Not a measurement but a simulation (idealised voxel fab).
Process module, titled voxel capacitor over wiring
Shown is cross-section cut, with a width of 255 nm and square cells of size 5 nm.
Square cells in a grid make up a cross-section in this document, and the grid is given as bands, listed from the top down, each one or more rows of cells.
Read a band's entry like this: the first values are the height of its top and the height of its bottom in nm, and what follows is the sequence of materials from left to right, each with its width in nm. Note that "air" is empty space, and that a single material marked "edge to edge" reaches across the band from edge to edge.
Convention: height 0 is the level below which the wafer, as received, is all one material. The lowest band does not terminate at the bottom but continues downward, represented as "0 and below".
Note: "30 to 40" means the width goes from the first number (top row of the band) to the second number (bottom row) in equal steps per row of cells.
Any step labelled "nothing changed" changed none of the cells in the cross-section.
Closed empty spaces (no open way to the top) of 8 cells or more are what "Closed cavity list" lists, each as width x height at distance from the left edge, nm for all three.
What comes after the settings on a step's line is commentary from the simulator itself on that step.
overlay nm: where the mask lay relative to plan, measured to the right, on steps with a mask; negatives go left.
**plan**
| 1 | RECEIVE: material Si |
| 2 | CONFORMAL_DEP: material SiO2, thk nm 15 |
| 3 | DIRECTIONAL_DEP: material TiN, thk nm 5 |
| 4 | DIRECTIONAL_DEP: material W, thk nm 15 |
| 5 | MASKED_ETCH: tone cover, mask id METAL_1, width nm 25, pitch nm 85, etch materials W, depth nm 15, overlay nm 0 |
| 6 | MASKED_ETCH: tone cover, mask id METAL_1, width nm 25, pitch nm 85, etch materials TiN, depth nm 5, overlay nm 0 |
| 7 | CONFORMAL_DEP: material SiCN, thk nm 5 |
| 8 | FILL_DEP: material lowk, thk nm 10 |
| 9 | CMP: height nm 35 |
| 10 | CONFORMAL_DEP: material SiCN, thk nm 5 |
| 11 | DIRECTIONAL_DEP: material lowk, thk nm 10 |
| 12 | DIRECTIONAL_DEP: material aC, thk nm 15 |
| 13 | PATTERN: tone open, mask id PLUG_1, material resist, width nm 15, thk nm 30, overlay nm 0 |
| 14 | DIRECTIONAL_ETCH: etch materials aC, depth nm 15 |
| 15 | STRIP: etch materials resist |
| 16 | DIRECTIONAL_ETCH: etch materials lowk, depth nm 10 |
| 17 | DIRECTIONAL_ETCH: etch materials SiCN, depth nm 5 |
| 18 | STRIP: etch materials aC |
| 19 | CONFORMAL_DEP: material TiN, thk nm 5 |
| 20 | FILL_DEP: material Cu, thk nm 5 |
| 21 | CMP: height nm 50 |
| 22 | DIRECTIONAL_DEP: material TiN, thk nm 5 |
| 23 | DIRECTIONAL_DEP: material HfO2, thk nm 5 |
| 24 | DIRECTIONAL_DEP: material TiN, thk nm 10 |
| 25 | DIRECTIONAL_DEP: material aC, thk nm 15 |
| 26 | PATTERN: tone cover, mask id UPPER_PLATE, material resist, width nm 65, thk nm 35, overlay nm 0 |
| 27 | DIRECTIONAL_ETCH: etch materials aC, depth nm 15 |
| 28 | STRIP: etch materials resist |
| 29 | DIRECTIONAL_ETCH: etch materials TiN, depth nm 10 |
| 30 | DIRECTIONAL_ETCH: etch materials HfO2, depth nm 5 |
| 31 | STRIP: etch materials aC |
| 32 | DIRECTIONAL_DEP: material aC, thk nm 15 |
| 33 | PATTERN: tone cover, mask id LOWER_PLATE, material resist, width nm 75, thk nm 30, overlay nm 0 |
| 34 | DIRECTIONAL_ETCH: etch materials aC, depth nm 15 |
| 35 | STRIP: etch materials resist |
| 36 | DIRECTIONAL_ETCH: etch materials TiN, depth nm 5 |
| 37 | STRIP: etch materials aC |
| 38 | FILL_DEP: material SiO2, thk nm 20 |
| 39 | CMP: height nm 85 |
| 40 | PATTERN: tone open, mask id PLUG_2, material resist, width nm 15, thk nm 15, overlay nm 0 |
| 41 | DIRECTIONAL_ETCH: etch materials SiO2, depth nm 15 |
| 42 | STRIP: etch materials resist |
| 43 | CONFORMAL_DEP: material TiN, thk nm 5 |
| 44 | FILL_DEP: material Cu, thk nm 5 |
| 45 | CMP: height nm 85 |
| 46 | CONFORMAL_DEP: material SiCN, thk nm 5 |
**Account of the first of two wafers, which was processed as intended**
**Shown in cross-section is the wafer as received, that is, as it stands after step 1**
0 and below: Si edge to edge
Closed cavity list: none
**The wafer in cross-section once step 2 is complete**
15 down to 0: SiO2 edge to edge
below 0: unchanged
**The wafer in cross-section once step 3 is complete**
20 down to 15: TiN edge to edge
below 15: unchanged
**The wafer in cross-section once step 4 is complete**
35 down to 20: W edge to edge
below 20: unchanged
**The wafer in cross-section once step 5 is complete**
35 down to 20: air=70 | W=25 | air=60 | W=25 | air=75
below 20: unchanged
**The wafer in cross-section once step 6 is complete**
35 down to 20: air=70 | W=25 | air=60 | W=25 | air=75
20 down to 15: air=70 | TiN=25 | air=60 | TiN=25 | air=75
below 15: unchanged
**The wafer in cross-section once step 7 is complete**
40 down to 35: air=65 | SiCN=35 | air=50 | SiCN=35 | air=70
35 down to 20: air=65 | SiCN=5 | W=25 | SiCN=5 | air=50 | SiCN=5 | W=25 | SiCN=5 | air=70
20 down to 15: SiCN=70 | TiN=25 | SiCN=60 | TiN=25 | SiCN=75
below 15: unchanged
**The wafer in cross-section once step 8 is complete**
50 down to 40: lowk edge to edge
40 down to 35: lowk=65 | SiCN=35 | lowk=50 | SiCN=35 | lowk=70
35 down to 20: lowk=65 | SiCN=5 | W=25 | SiCN=5 | lowk=50 | SiCN=5 | W=25 | SiCN=5 | lowk=70
below 20: unchanged
**The wafer in cross-section once step 9 is complete**
35 down to 20: lowk=65 | SiCN=5 | W=25 | SiCN=5 | lowk=50 | SiCN=5 | W=25 | SiCN=5 | lowk=70
below 20: unchanged
**The wafer in cross-section once step 10 is complete**
40 down to 35: SiCN edge to edge
below 35: unchanged
**The wafer in cross-section once step 11 is complete**
50 down to 40: lowk edge to edge
below 40: unchanged
**The wafer in cross-section once step 12 is complete**
65 down to 50: aC edge to edge
below 50: unchanged
**The wafer in cross-section once step 13 is complete**
95 down to 65: resist=80 | air=15 | resist=160
below 65: unchanged
**The wafer in cross-section once step 14 is complete**
80 down to 65: resist=80 | air=15 | resist=160
65 down to 50: aC=80 | air=15 | aC=160
below 50: unchanged
**The wafer in cross-section once step 15 is complete**
65 down to 50: aC=80 | air=15 | aC=160
below 50: unchanged
**The wafer in cross-section once step 16 is complete**
65 down to 50: aC=80 | air=15 | aC=160
50 down to 40: lowk=80 | air=15 | lowk=160
below 40: unchanged
**The wafer in cross-section once step 17 is complete**
65 down to 50: aC=80 | air=15 | aC=160
50 down to 40: lowk=80 | air=15 | lowk=160
40 down to 35: SiCN=80 | air=15 | SiCN=160
below 35: unchanged
**The wafer in cross-section once step 18 is complete**
50 down to 40: lowk=80 | air=15 | lowk=160
below 40: unchanged
**The wafer in cross-section once step 19 is complete**
55 down to 50: TiN=85 | air=5 | TiN=165
50 down to 40: lowk=80 | TiN=5 | air=5 | TiN=5 | lowk=160
40 down to 35: SiCN=80 | TiN=15 | SiCN=160
below 35: unchanged
**The wafer in cross-section once step 20 is complete**
60 down to 55: Cu edge to edge
55 down to 50: TiN=85 | Cu=5 | TiN=165
50 down to 40: lowk=80 | TiN=5 | Cu=5 | TiN=5 | lowk=160
below 40: unchanged
**The wafer in cross-section once step 21 is complete**
50 down to 40: lowk=80 | TiN=5 | Cu=5 | TiN=5 | lowk=160
below 40: unchanged
**The wafer in cross-section once step 22 is complete**
55 down to 50: TiN edge to edge
below 50: unchanged
**The wafer in cross-section once step 23 is complete**
60 down to 55: HfO2 edge to edge
below 55: unchanged
**The wafer in cross-section once step 24 is complete**
70 down to 60: TiN edge to edge
below 60: unchanged
**The wafer in cross-section once step 25 is complete**
85 down to 70: aC edge to edge
below 70: unchanged
**The wafer in cross-section once step 26 is complete**
120 down to 85: air=80 | resist=65 | air=110
below 85: unchanged
**The wafer in cross-section once step 27 is complete**
105 down to 85: air=80 | resist=65 | air=110
85 down to 70: air=80 | aC=65 | air=110
below 70: unchanged
**The wafer in cross-section once step 28 is complete**
85 down to 70: air=80 | aC=65 | air=110
below 70: unchanged
**The wafer in cross-section once step 29 is complete**
85 down to 70: air=80 | aC=65 | air=110
70 down to 60: air=80 | TiN=65 | air=110
below 60: unchanged
**The wafer in cross-section once step 30 is complete**
85 down to 70: air=80 | aC=65 | air=110
70 down to 60: air=80 | TiN=65 | air=110
60 down to 55: air=80 | HfO2=65 | air=110
below 55: unchanged
**The wafer in cross-section once step 31 is complete**
70 down to 60: air=80 | TiN=65 | air=110
below 60: unchanged
**The wafer in cross-section once step 32 is complete**
85 down to 70: air=80 | aC=65 | air=110
70 down to 60: aC=80 | TiN=65 | aC=110
60 down to 55: aC=80 | HfO2=65 | aC=110
below 55: unchanged
**The wafer in cross-section once step 33 is complete**
115 down to 85: air=75 | resist=75 | air=105
85 down to 70: air=75 | resist=5 | aC=65 | resist=5 | air=105
below 70: unchanged
**The wafer in cross-section once step 34 is complete**
100 down to 85: air=75 | resist=75 | air=105
85 down to 70: air=75 | resist=5 | aC=65 | resist=5 | air=105
70 down to 60: air=75 | aC=5 | TiN=65 | aC=5 | air=105
60 down to 55: air=75 | aC=5 | HfO2=65 | aC=5 | air=105
below 55: unchanged
**The wafer in cross-section once step 35 is complete**
85 down to 70: air=80 | aC=65 | air=110
below 70: unchanged
**The wafer in cross-section once step 36 is complete**
85 down to 70: air=80 | aC=65 | air=110
70 down to 60: air=75 | aC=5 | TiN=65 | aC=5 | air=105
60 down to 55: air=75 | aC=5 | HfO2=65 | aC=5 | air=105
55 down to 50: air=75 | TiN=75 | air=105
below 50: unchanged
**The wafer in cross-section once step 37 is complete**
70 down to 60: air=80 | TiN=65 | air=110
60 down to 55: air=80 | HfO2=65 | air=110
below 55: unchanged
**The wafer in cross-section once step 38 is complete**
90 down to 70: SiO2 edge to edge
70 down to 60: SiO2=80 | TiN=65 | SiO2=110
60 down to 55: SiO2=80 | HfO2=65 | SiO2=110
55 down to 50: SiO2=75 | TiN=75 | SiO2=105
below 50: unchanged
**The wafer in cross-section once step 39 is complete**
85 down to 70: SiO2 edge to edge
below 70: unchanged
**The wafer in cross-section once step 40 is complete**
100 down to 85: resist=90 | air=15 | resist=150
below 85: unchanged
**The wafer in cross-section once step 41 is complete**
100 down to 85: resist=90 | air=15 | resist=150
85 down to 70: SiO2=90 | air=15 | SiO2=150
below 70: unchanged
**The wafer in cross-section once step 42 is complete**
85 down to 70: SiO2=90 | air=15 | SiO2=150
below 70: unchanged
**The wafer in cross-section once step 43 is complete**
90 down to 85: TiN=95 | air=5 | TiN=155
85 down to 75: SiO2=90 | TiN=5 | air=5 | TiN=5 | SiO2=150
75 down to 70: SiO2=90 | TiN=15 | SiO2=150
below 70: unchanged
**The wafer in cross-section once step 44 is complete**
95 down to 90: Cu edge to edge
90 down to 85: TiN=95 | Cu=5 | TiN=155
85 down to 75: SiO2=90 | TiN=5 | Cu=5 | TiN=5 | SiO2=150
below 75: unchanged
**The wafer in cross-section once step 45 is complete**
85 down to 75: SiO2=90 | TiN=5 | Cu=5 | TiN=5 | SiO2=150
below 75: unchanged
**The wafer in cross-section once step 46 is complete**
90 down to 85: SiCN edge to edge
below 85: unchanged
**Wafer two: like wafer one in start and plan, but with one mistake in execution; identical up to and including step 1**
**At the planned end of step 2, the second wafer in cross-section**
5 down to 0: TiN edge to edge
below 0: unchanged
**At the planned end of step 3, the second wafer in cross-section**
20 down to 5: SiO2 edge to edge
below 5: unchanged
**At the planned end of step 4, the second wafer in cross-section**
35 down to 20: W edge to edge
below 20: unchanged
**At the planned end of step 5, the second wafer in cross-section**
35 down to 20: air=70 | W=25 | air=60 | W=25 | air=75
below 20: unchanged
At the planned end of step 6, the second wafer in cross-section: nothing changed
**At the planned end of step 7, the second wafer in cross-section**
40 down to 35: air=65 | SiCN=35 | air=50 | SiCN=35 | air=70
35 down to 25: air=65 | SiCN=5 | W=25 | SiCN=5 | air=50 | SiCN=5 | W=25 | SiCN=5 | air=70
25 down to 20: SiCN=70 | W=25 | SiCN=60 | W=25 | SiCN=75
below 20: unchanged
**At the planned end of step 8, the second wafer in cross-section**
50 down to 40: lowk edge to edge
40 down to 35: lowk=65 | SiCN=35 | lowk=50 | SiCN=35 | lowk=70
35 down to 25: lowk=65 | SiCN=5 | W=25 | SiCN=5 | lowk=50 | SiCN=5 | W=25 | SiCN=5 | lowk=70
below 25: unchanged
**At the planned end of step 9, the second wafer in cross-section**
35 down to 25: lowk=65 | SiCN=5 | W=25 | SiCN=5 | lowk=50 | SiCN=5 | W=25 | SiCN=5 | lowk=70
below 25: unchanged
**At the planned end of step 10, the second wafer in cross-section**
40 down to 35: SiCN edge to edge
below 35: unchanged
**At the planned end of step 11, the second wafer in cross-section**
50 down to 40: lowk edge to edge
below 40: unchanged
**At the planned end of step 12, the second wafer in cross-section**
65 down to 50: aC edge to edge
below 50: unchanged
**At the planned end of step 13, the second wafer in cross-section**
95 down to 65: resist=80 | air=15 | resist=160
below 65: unchanged
**At the planned end of step 14, the second wafer in cross-section**
80 down to 65: resist=80 | air=15 | resist=160
65 down to 50: aC=80 | air=15 | aC=160
below 50: unchanged
**At the planned end of step 15, the second wafer in cross-section**
65 down to 50: aC=80 | air=15 | aC=160
below 50: unchanged
**At the planned end of step 16, the second wafer in cross-section**
65 down to 50: aC=80 | air=15 | aC=160
50 down to 40: lowk=80 | air=15 | lowk=160
below 40: unchanged
**At the planned end of step 17, the second wafer in cross-section**
65 down to 50: aC=80 | air=15 | aC=160
50 down to 40: lowk=80 | air=15 | lowk=160
40 down to 35: SiCN=80 | air=15 | SiCN=160
below 35: unchanged
**At the planned end of step 18, the second wafer in cross-section**
50 down to 40: lowk=80 | air=15 | lowk=160
below 40: unchanged
**At the planned end of step 19, the second wafer in cross-section**
55 down to 50: TiN=85 | air=5 | TiN=165
50 down to 40: lowk=80 | TiN=5 | air=5 | TiN=5 | lowk=160
40 down to 35: SiCN=80 | TiN=15 | SiCN=160
below 35: unchanged
**At the planned end of step 20, the second wafer in cross-section**
60 down to 55: Cu edge to edge
55 down to 50: TiN=85 | Cu=5 | TiN=165
50 down to 40: lowk=80 | TiN=5 | Cu=5 | TiN=5 | lowk=160
below 40: unchanged
**At the planned end of step 21, the second wafer in cross-section**
50 down to 40: lowk=80 | TiN=5 | Cu=5 | TiN=5 | lowk=160
below 40: unchanged
**At the planned end of step 22, the second wafer in cross-section**
55 down to 50: TiN edge to edge
below 50: unchanged
**At the planned end of step 23, the second wafer in cross-section**
60 down to 55: HfO2 edge to edge
below 55: unchanged
**At the planned end of step 24, the second wafer in cross-section**
70 down to 60: TiN edge to edge
below 60: unchanged
**At the planned end of step 25, the second wafer in cross-section**
85 down to 70: aC edge to edge
below 70: unchanged
**At the planned end of step 26, the second wafer in cross-section**
120 down to 85: air=80 | resist=65 | air=110
below 85: unchanged
**At the planned end of step 27, the second wafer in cross-section**
105 down to 85: air=80 | resist=65 | air=110
85 down to 70: air=80 | aC=65 | air=110
below 70: unchanged
**At the planned end of step 28, the second wafer in cross-section**
85 down to 70: air=80 | aC=65 | air=110
below 70: unchanged
**At the planned end of step 29, the second wafer in cross-section**
85 down to 70: air=80 | aC=65 | air=110
70 down to 60: air=80 | TiN=65 | air=110
below 60: unchanged
**At the planned end of step 30, the second wafer in cross-section**
85 down to 70: air=80 | aC=65 | air=110
70 down to 60: air=80 | TiN=65 | air=110
60 down to 55: air=80 | HfO2=65 | air=110
below 55: unchanged
**At the planned end of step 31, the second wafer in cross-section**
70 down to 60: air=80 | TiN=65 | air=110
below 60: unchanged
**At the planned end of step 32, the second wafer in cross-section**
85 down to 70: air=80 | aC=65 | air=110
70 down to 60: aC=80 | TiN=65 | aC=110
60 down to 55: aC=80 | HfO2=65 | aC=110
below 55: unchanged
**At the planned end of step 33, the second wafer in cross-section**
115 down to 85: air=75 | resist=75 | air=105
85 down to 70: air=75 | resist=5 | aC=65 | resist=5 | air=105
below 70: unchanged
**At the planned end of step 34, the second wafer in cross-section**
100 down to 85: air=75 | resist=75 | air=105
85 down to 70: air=75 | resist=5 | aC=65 | resist=5 | air=105
70 down to 60: air=75 | aC=5 | TiN=65 | aC=5 | air=105
60 down to 55: air=75 | aC=5 | HfO2=65 | aC=5 | air=105
below 55: unchanged
**At the planned end of step 35, the second wafer in cross-section**
85 down to 70: air=80 | aC=65 | air=110
below 70: unchanged
**At the planned end of step 36, the second wafer in cross-section**
85 down to 70: air=80 | aC=65 | air=110
70 down to 60: air=75 | aC=5 | TiN=65 | aC=5 | air=105
60 down to 55: air=75 | aC=5 | HfO2=65 | aC=5 | air=105
55 down to 50: air=75 | TiN=75 | air=105
below 50: unchanged
**At the planned end of step 37, the second wafer in cross-section**
70 down to 60: air=80 | TiN=65 | air=110
60 down to 55: air=80 | HfO2=65 | air=110
below 55: unchanged
**At the planned end of step 38, the second wafer in cross-section**
90 down to 70: SiO2 edge to edge
70 down to 60: SiO2=80 | TiN=65 | SiO2=110
60 down to 55: SiO2=80 | HfO2=65 | SiO2=110
55 down to 50: SiO2=75 | TiN=75 | SiO2=105
below 50: unchanged
**At the planned end of step 39, the second wafer in cross-section**
85 down to 70: SiO2 edge to edge
below 70: unchanged
**At the planned end of step 40, the second wafer in cross-section**
100 down to 85: resist=90 | air=15 | resist=150
below 85: unchanged
**At the planned end of step 41, the second wafer in cross-section**
100 down to 85: resist=90 | air=15 | resist=150
85 down to 70: SiO2=90 | air=15 | SiO2=150
below 70: unchanged
**At the planned end of step 42, the second wafer in cross-section**
85 down to 70: SiO2=90 | air=15 | SiO2=150
below 70: unchanged
**At the planned end of step 43, the second wafer in cross-section**
90 down to 85: TiN=95 | air=5 | TiN=155
85 down to 75: SiO2=90 | TiN=5 | air=5 | TiN=5 | SiO2=150
75 down to 70: SiO2=90 | TiN=15 | SiO2=150
below 70: unchanged
**At the planned end of step 44, the second wafer in cross-section**
95 down to 90: Cu edge to edge
90 down to 85: TiN=95 | Cu=5 | TiN=155
85 down to 75: SiO2=90 | TiN=5 | Cu=5 | TiN=5 | SiO2=150
below 75: unchanged
**At the planned end of step 45, the second wafer in cross-section**
85 down to 75: SiO2=90 | TiN=5 | Cu=5 | TiN=5 | SiO2=150
below 75: unchanged
**At the planned end of step 46, the second wafer in cross-section**
90 down to 85: SiCN edge to edge
below 85: unchanged
The mistake made against the process plan was this: steps 2 and 3 were swapped
End of process, cell counts, second wafer against first, materials with more or fewer: -4 SiCN, +41 TiN, -37 lowk
